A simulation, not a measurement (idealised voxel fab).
Process module heading - voxel transistor to metal
Shown is cross-section cut, with a width of 175 nm and square cells of size 5 nm.
Cross-section layout: square cells on a grid; listed as bands, top to bottom; a band spans one or more cell rows. Quick guide to a band line: top height, bottom height (nm) up front; then every material left to right with its width in nm. Only one material and it's marked "everywhere"? Then it fills the band edge to edge. And "empty" just means empty space. Where do heights start? At 0: under that level the wafer as delivered is made of one material only. And the lowest band has no floor; it just carries on downward, as in "0 nm and below". When a width is written as two numbers, as in "30->40", the first number is the width in the top row of cells of the band and the second is the width in its bottom row, and the width changes by the same amount from each row to the next. Take "remained the same" at face value: in the step it is given for, the cross-section changed in none of its cells. Sealed internal cavities: empty space of 8 cells or more with no open way to the top, each as width x height at its distance from the left edge, in nm. It should be noted that, on the line of a given step, the content following the step's settings is a remark produced by the simulator itself with respect to that step. overlay nm: mask offset rightward from planned place, masked step; negative means leftward offset.

### Here's what the planned process steps look like
1) op RECEIVE | material Si
2) op CONFORMAL_DEP | material SiO2 | thk nm 5
3) op CONFORMAL_DEP | material SiN | thk nm 15
4) op PATTERN | tone cover | mask id ACTIVE | material resist | width nm 105 | thk nm 20 | overlay nm 0
5) op DIRECTIONAL_ETCH | etch materials SiN | depth nm 15
6) op DIRECTIONAL_ETCH | etch materials SiO2 | depth nm 5
7) op DIRECTIONAL_ETCH | etch materials Si | depth nm 25
8) op STRIP | etch materials resist
9) op FILL_DEP | material SiO2 | thk nm 15
10) op CMP | height nm 20
11) op SELECTIVE_ETCH | etch materials SiO2 | depth nm 5
12) op STRIP | etch materials SiN
13) op SELECTIVE_ETCH | etch materials SiO2 | depth nm 5
14) op OXIDIZE | depth nm 5
15) op DIRECTIONAL_DEP | material polySi | thk nm 20
16) op DIRECTIONAL_DEP | material SiCN | thk nm 10
17) op DIRECTIONAL_DEP | material aC | thk nm 15
18) op PATTERN | tone cover | mask id GATE | material resist | width nm 25 | thk nm 30 | overlay nm 0
19) op DIRECTIONAL_ETCH | etch materials aC | depth nm 15
20) op STRIP | etch materials resist
21) op DIRECTIONAL_ETCH | etch materials SiCN | depth nm 20
22) op DIRECTIONAL_ETCH | etch materials polySi | depth nm 30
23) op STRIP | etch materials aC
24) op CONFORMAL_DEP | material SiN | thk nm 5
25) op DIRECTIONAL_ETCH | etch materials SiN | depth nm 5
26) op DIRECTIONAL_ETCH | etch materials SiO2 | depth nm 5
27) op EPI | material SiGe | thk nm 5
28) op FILL_DEP | material SiO2 | thk nm 5
29) op CMP | height nm 20
30) op STRIP | etch materials polySi
31) op SELECTIVE_ETCH | etch materials SiO2 | depth nm 5
32) op CONFORMAL_DEP | material HfO2 | thk nm 5
33) op CONFORMAL_DEP | material TiN | thk nm 5
34) op FILL_DEP | material W | thk nm 5
35) op CMP | height nm 15
36) op DIRECTIONAL_DEP | material SiO2 | thk nm 10
37) op DIRECTIONAL_DEP | material aC | thk nm 15
38) op PATTERN | tone open | mask id CONTACT | material resist | width nm 20 | pitch nm 75 | thk nm 30 | overlay nm 0
39) op DIRECTIONAL_ETCH | etch materials aC | depth nm 15
40) op STRIP | etch materials resist
41) op DIRECTIONAL_ETCH | etch materials SiO2 | depth nm 25
42) op STRIP | etch materials aC
43) op CONFORMAL_DEP | material TiN | thk nm 5
44) op FILL_DEP | material W | thk nm 5
45) op CMP | height nm 25
46) op CONFORMAL_DEP | material SiCN | thk nm 5
47) op DIRECTIONAL_DEP | material lowk | thk nm 15
48) op PATTERN | tone open | mask id METAL_1 | material resist | width nm 20 | pitch nm 75 | thk nm 15 | overlay nm 0
49) op DIRECTIONAL_ETCH | etch materials lowk | depth nm 15
50) op DIRECTIONAL_ETCH | etch materials SiCN | depth nm 5
51) op STRIP | etch materials resist
52) op CONFORMAL_DEP | material TiN | thk nm 5
53) op FILL_DEP | material Ru | thk nm 10
54) op CMP | height nm 45
55) op CONFORMAL_DEP | material SiCN | thk nm 5
56) op DIRECTIONAL_DEP | material lowk | thk nm 25
57) op DIRECTIONAL_DEP | material aC | thk nm 10
58) op PATTERN | tone open | mask id METAL_2 | material resist | width nm 20 | pitch nm 75 | thk nm 25 | overlay nm 0
59) op DIRECTIONAL_ETCH | etch materials aC | depth nm 10
60) op STRIP | etch materials resist
61) op DIRECTIONAL_ETCH | etch materials lowk | depth nm 15
62) op STRIP | etch materials aC
63) op PATTERN | tone open | mask id METAL_2_HOLES | material resist | width nm 15 | pitch nm 75 | thk nm 20 | overlay nm 0
64) op DIRECTIONAL_ETCH | etch materials lowk | depth nm 10
65) op DIRECTIONAL_ETCH | etch materials SiCN | depth nm 5
66) op STRIP | etch materials resist
67) op CONFORMAL_DEP | material TiN | thk nm 5
68) op FILL_DEP | material Ru | thk nm 5
69) op CMP | height nm 75
70) op CONFORMAL_DEP | material SiCN | thk nm 5

### Wafer as received: cross-section following step 1
- 0 nm and below | Si everywhere
- Sealed internal cavities: none

### Wafer cross-section at module end: first of two, run to plan
- 80 nm to 75 nm | SiCN everywhere
- 75 nm to 65 nm | lowk=40 / TiN=5 / Ru=10 / TiN=5 / lowk=55 / TiN=5 / Ru=10 / TiN=5 / lowk=40
- 65 nm to 60 nm | lowk=40 / TiN=5 / Ru=5 / TiN=10 / lowk=55 / TiN=5 / Ru=5 / TiN=10 / lowk=40
- 60 nm to 50 nm | lowk=40 / TiN=5 / Ru=5 / TiN=5 / lowk=60 / TiN=5 / Ru=5 / TiN=5 / lowk=45
- 50 nm to 45 nm | SiCN=40 / TiN=15 / SiCN=60 / TiN=15 / SiCN=45
- 45 nm to 30 nm | lowk=40 / TiN=5 / Ru=10 / TiN=5 / lowk=55 / TiN=5 / Ru=10 / TiN=5 / lowk=40
- 30 nm to 25 nm | SiCN=40 / TiN=20 / SiCN=55 / TiN=20 / SiCN=40
- 25 nm to 15 nm | SiO2=40 / TiN=5 / W=10 / TiN=5 / SiO2=55 / TiN=5 / W=10 / TiN=5 / SiO2=40
- 15 nm to 10 nm | SiO2=40 / TiN=5 / W=10 / TiN=5 / SiO2=10 / SiN=5 / HfO2=5 / TiN=5 / W=5 / TiN=5 / HfO2=5 / SiN=5 / SiO2=10 / TiN=5 / W=10 / TiN=5 / SiO2=40
- 10 nm to 5 nm | SiO2=30 / SiN=5 / SiO2=5 / TiN=5 / W=10 / TiN=5 / SiO2=10 / SiN=5 / HfO2=5 / TiN=5 / W=5 / TiN=5 / HfO2=5 / SiN=5 / SiO2=10 / TiN=5 / W=10 / TiN=5 / SiO2=5 / SiN=5 / SiO2=30
- 5 nm to 0 nm | SiO2=30 / SiN=5 / SiO2=5 / TiN=20 / SiO2=10 / SiN=5 / HfO2=5 / TiN=15 / HfO2=5 / SiN=5 / SiO2=10 / TiN=20 / SiO2=5 / SiN=5 / SiO2=30
- 0 nm to -5 nm | SiO2=35 / SiGe=35 / HfO2=35 / SiGe=35 / SiO2=35
- -5 nm to -25 nm | SiO2=35 / Si=105 / SiO2=35
- -25 nm and below | Si everywhere
- Sealed internal cavities: none

### second wafer at the end: like start, like plan, one mistake
- 80 nm to 75 nm | SiCN everywhere
- 75 nm to 65 nm | lowk=40 / TiN=5 / Ru=10 / TiN=5 / lowk=55 / TiN=5 / Ru=10 / TiN=5 / lowk=40
- 65 nm to 60 nm | lowk=40 / TiN=5 / Ru=5 / TiN=10 / lowk=55 / TiN=5 / Ru=5 / TiN=10 / lowk=40
- 60 nm to 50 nm | lowk=40 / TiN=5 / Ru=5 / TiN=5 / lowk=60 / TiN=5 / Ru=5 / TiN=5 / lowk=45
- 50 nm to 40 nm | SiCN=40 / TiN=15->20 / SiCN=60->55 / TiN=15->20 / SiCN=45->40
- 40 nm to 25 nm | lowk everywhere
- 25 nm to 15 nm | SiO2=40 / TiN=5 / W=10 / TiN=5 / SiO2=55 / TiN=5 / W=10 / TiN=5 / SiO2=40
- 15 nm to 10 nm | SiO2=40 / TiN=5 / W=10 / TiN=5 / SiO2=10 / SiN=5 / HfO2=5 / TiN=5 / W=5 / TiN=5 / HfO2=5 / SiN=5 / SiO2=10 / TiN=5 / W=10 / TiN=5 / SiO2=40
- 10 nm to 5 nm | SiO2=30 / SiN=5 / SiO2=5 / TiN=5 / W=10 / TiN=5 / SiO2=10 / SiN=5 / HfO2=5 / TiN=5 / W=5 / TiN=5 / HfO2=5 / SiN=5 / SiO2=10 / TiN=5 / W=10 / TiN=5 / SiO2=5 / SiN=5 / SiO2=30
- 5 nm to 0 nm | SiO2=30 / SiN=5 / SiO2=5 / TiN=20 / SiO2=10 / SiN=5 / HfO2=5 / TiN=15 / HfO2=5 / SiN=5 / SiO2=10 / TiN=20 / SiO2=5 / SiN=5 / SiO2=30
- 0 nm to -5 nm | SiO2=35 / SiGe=35 / HfO2=35 / SiGe=35 / SiO2=35
- -5 nm to -25 nm | SiO2=35 / Si=105 / SiO2=35
- -25 nm and below | Si everywhere
- Sealed internal cavities: none
What broke from the plan during processing? step 46 ran in the slot meant for step 47, and vice versa
Final difference in cells, second wafer against first, listed per material as more or fewer: -12 Ru, -12 TiN, +24 lowk
